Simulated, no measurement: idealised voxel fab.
A process module follows: voxel ribs on slabs.
Square cells of 5 nm make up the cross-section cut, whose width is 140 nm.
Square cells in a grid make up a cross-section in this document, and the grid is given as bands, listed from the top down, each one or more rows of cells. Band: top height; bottom height; in nm. Then, left to right: material with width in nm, for each material. "everywhere": a single material spanning edge to edge. "empty": empty space. It should be noted that heights are counted from 0, beneath which the wafer as supplied is of one material throughout, and that the lowest band possesses no lower boundary but continues downward, as written in "0 nm and below". With a width like "30..40", each row of cells in the band differs from the next by the same amount, the top row carrying the first number and the bottom row the second. The designation "identical to before", where it is given for a processing step, indicates that no cell of the cross-section was altered in the course of that step. Under "Closed void listing" you'll find the enclosed gaps, the ones with no way out to the top, that are 8 cells or bigger; each reads width x height at distance, with distance counted from the left edge, everything in nm. Heads up: the bit after the settings on a step's line is the simulator's remark on that step. overlay nm: mask offset rightward from planned place, masked step; negative means leftward offset.

[Here's what the planned process steps look like]
| 1 | RECEIVE: material Si |
| 2 | DIRECTIONAL_DEP: material SiO2, thk nm 25 |
| 3 | DIRECTIONAL_DEP: material polySi, thk nm 15 |
| 4 | DIRECTIONAL_DEP: material aC, thk nm 10 |
| 5 | PATTERN: tone cover, mask id RIB, material resist, width nm 25, thk nm 30, overlay nm 0 |
| 6 | DIRECTIONAL_ETCH: etch materials aC, depth nm 10 |
| 7 | STRIP: etch materials resist |
| 8 | DIRECTIONAL_ETCH: etch materials polySi, depth nm 10 |
| 9 | STRIP: etch materials aC |
| 10 | DIRECTIONAL_DEP: material aC, thk nm 10 |
| 11 | PATTERN: tone cover, mask id SLAB, material resist, width nm 65, thk nm 30, overlay nm -15 |
| 12 | DIRECTIONAL_ETCH: etch materials aC, depth nm 10 |
| 13 | STRIP: etch materials resist |
| 14 | DIRECTIONAL_ETCH: etch materials polySi, depth nm 5 |
| 15 | STRIP: etch materials aC |
| 16 | FILL_DEP: material SiO2, thk nm 25 |
| 17 | CMP: height nm 60 |
| 18 | DIRECTIONAL_DEP: material TiN, thk nm 10 |
| 19 | DIRECTIONAL_DEP: material aC, thk nm 10 |
| 20 | PATTERN: tone cover, mask id HEATER, material resist, width nm 35, thk nm 25, overlay nm 0 |
| 21 | DIRECTIONAL_ETCH: etch materials aC, depth nm 10 |
| 22 | STRIP: etch materials resist |
| 23 | DIRECTIONAL_ETCH: etch materials TiN, depth nm 10 |
| 24 | STRIP: etch materials aC |
| 25 | CONFORMAL_DEP: material SiO2, thk nm 10 |
Across this set of wafers, the varied parameter is the overlay nm of step 11. Starting conditions are identical for every wafer, and the plan reports the value assigned to the first wafer.

[Received condition of the first of several wafers, sectioned: post-step 1]
* 0 nm and below | Si everywhere
* Closed void listing: none

[The figure below presents a cross-section of the first of several wafers at the conclusion of the module, following its last step, step 25]
* 80 nm to 70 nm | empty 40 | SiO2 55 | empty 45
* 70 nm to 60 nm | SiO2 50 | TiN 35 | SiO2 55
* 60 nm to 40 nm | SiO2 everywhere
* 40 nm to 30 nm | SiO2 55 | polySi 25 | SiO2 60
* 30 nm to 25 nm | SiO2 20 | polySi 65 | SiO2 55
* 25 nm to 0 nm | SiO2 everywhere
* 0 nm and below | Si everywhere
* Closed void listing: none

[So this is the cross-section on the last wafer at the end of the module]
* 80 nm to 70 nm | empty 40 | SiO2 55 | empty 45
* 70 nm to 60 nm | SiO2 50 | TiN 35 | SiO2 55
* 60 nm to 40 nm | SiO2 everywhere
* 40 nm to 30 nm | SiO2 55 | polySi 25 | SiO2 60
* 30 nm to 25 nm | SiO2 50 | polySi 65 | SiO2 25
* 25 nm to 0 nm | SiO2 everywhere
* 0 nm and below | Si everywhere
* Closed void listing: none

[Here is how to read the rows: every wafer has a row, and it shows the wafer at the end of the module, giving for each material how many cells were gained (+) or lost (-) since the wafer was received, then listing its closed voids]
overlay nm -15 | +377 SiO2 | +14 TiN | +23 polySi | Closed void listing: none
overlay nm -10 | +377 SiO2 | +14 TiN | +23 polySi | Closed void listing: none
overlay nm -5 | +377 SiO2 | +14 TiN | +23 polySi | Closed void listing: none
overlay nm 0 | +377 SiO2 | +14 TiN | +23 polySi | Closed void listing: none
overlay nm 5 | +377 SiO2 | +14 TiN | +23 polySi | Closed void listing: none
overlay nm 10 | +377 SiO2 | +14 TiN | +23 polySi | Closed void listing: none
overlay nm 15 | +377 SiO2 | +14 TiN | +23 polySi | Closed void listing: none
